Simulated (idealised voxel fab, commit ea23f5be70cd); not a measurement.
The following is a process module called voxel self aligned contacts.
Section cut is 235 nm wide and gridded with 5 nm square cells.
Format of a cross-section: grid, square cells. Given as bands. Order: top down. Band: one or more rows of cells. Heights first: top, then bottom, in nm. Then materials, left to right, each with a width in nm. "throughout" on a single material: fills the band edge to edge. "blank": empty space. Below 0: as-received wafer, all one material; heights counted from there. Lowest band: no bottom, goes on down, written "0 down". Width spec "30 to 40" -> top row of cells at first value, bottom row at second value, equal per-row change in between. Any step labelled "remained unchanged" changed none of the cells in the cross-section. So "Enclosed void list" is basically the list of trapped voids: any empty space of 8 cells or more that can't reach the top through an opening. They're written width x height at distance, the distance being from the left edge, and it's all nm. Formally, on a step line, whatever follows the settings is a remark that the simulator itself makes on the step. overlay nm: for a step with a mask, the amount by which the mask lay right of where it was planned; a negative amount means left of it.
## So here's the lineup of process steps we planned
1: RECEIVE,material Si
2: OXIDIZE,depth nm 5
3: DIRECTIONAL_DEP,material polySi,thk nm 25
4: DIRECTIONAL_DEP,material SiN,thk nm 15
5: PATTERN,tone cover,mask id GATE,material resist,width nm 25,pitch nm 60,thk nm 15,overlay nm -15
6: DIRECTIONAL_ETCH,etch materials SiN,depth nm 15
7: DIRECTIONAL_ETCH,etch materials polySi,depth nm 25
8: STRIP,etch materials resist
9: CONFORMAL_DEP,material SiN,thk nm 5
10: DIRECTIONAL_ETCH,etch materials SiN,depth nm 5
11: FILL_DEP,material SiO2,thk nm 15
12: CMP,height nm 50
13: MASKED_ETCH,tone open,mask id CONTACT,width nm 45,etch materials SiO2,depth nm 55,overlay nm 0
14: CONFORMAL_DEP,material TiN,thk nm 5
15: FILL_DEP,material Ru,thk nm 10
16: CMP,height nm 50
17: CONFORMAL_DEP,material SiN,thk nm 5
Keep in mind the plan's value for the overlay nm of step 5 comes from the first wafer; the wafers don't share that setting, but they do share the same starting point.
## This is how the first of several wafers looked in cross-section when it arrived, which is after step 1
- 0 down = Si throughout
- Enclosed void list: none
## First wafer of several, cross-section, module end, after step 17 (last)
- 55 to 50 = SiN throughout
- 50 to 40 = 95 SiO2  5 TiN  35 to 10 Ru  5 to 30 TiN  95 SiO2
- 40 to 25 = 55 SiO2  35 SiN  5 SiO2  5 TiN  10 Ru  5 TiN  35 SiN  85 SiO2
- 25 to 0 = 55 SiO2  5 SiN  25 polySi  5 SiN  5 SiO2  5 TiN  10 Ru  5 TiN  5 SiN  25 polySi  5 SiN  85 SiO2
- 0 to -5 = 95 SiO2  20 TiN  120 SiO2
- -5 down = Si throughout
- Enclosed void list: none
## Showing the last wafer in cross-section at the end of the module
- 55 to 50 = SiN throughout
- 50 to 40 = 95 SiO2  5 to 30 TiN  35 to 10 Ru  5 TiN  95 SiO2
- 40 to 25 = 85 SiO2  35 SiN  5 TiN  10 Ru  5 TiN  5 SiO2  35 SiN  55 SiO2
- 25 to 0 = 85 SiO2  5 SiN  25 polySi  5 SiN  5 TiN  10 Ru  5 TiN  5 SiO2  5 SiN  25 polySi  5 SiN  55 SiO2
- 0 to -5 = 120 SiO2  20 TiN  95 SiO2
- -5 down = Si throughout
- Enclosed void list: none
## Take any row and you have a wafer at the end of the module: how many cells of each material it has gained (+) or lost (-) since it was received, and then its closed voids
overlay nm -15, +25 Ru, -47 Si, +109 SiN, +351 SiO2, +29 TiN, +50 polySi, Enclosed void list: none
overlay nm -10, +34 Ru, -47 Si, +109 SiN, +342 SiO2, +29 TiN, +50 polySi, Enclosed void list: none
overlay nm -5, +34 Ru, -47 Si, +109 SiN, +342 SiO2, +29 TiN, +50 polySi, Enclosed void list: none
overlay nm 0, +34 Ru, -47 Si, +109 SiN, +342 SiO2, +29 TiN, +50 polySi, Enclosed void list: none
overlay nm 5, +34 Ru, -47 Si, +109 SiN, +342 SiO2, +29 TiN, +50 polySi, Enclosed void list: none
overlay nm 10, +34 Ru, -47 Si, +109 SiN, +342 SiO2, +29 TiN, +50 polySi, Enclosed void list: none
overlay nm 15, +25 Ru, -47 Si, +109 SiN, +351 SiO2, +29 TiN, +50 polySi, Enclosed void list: none
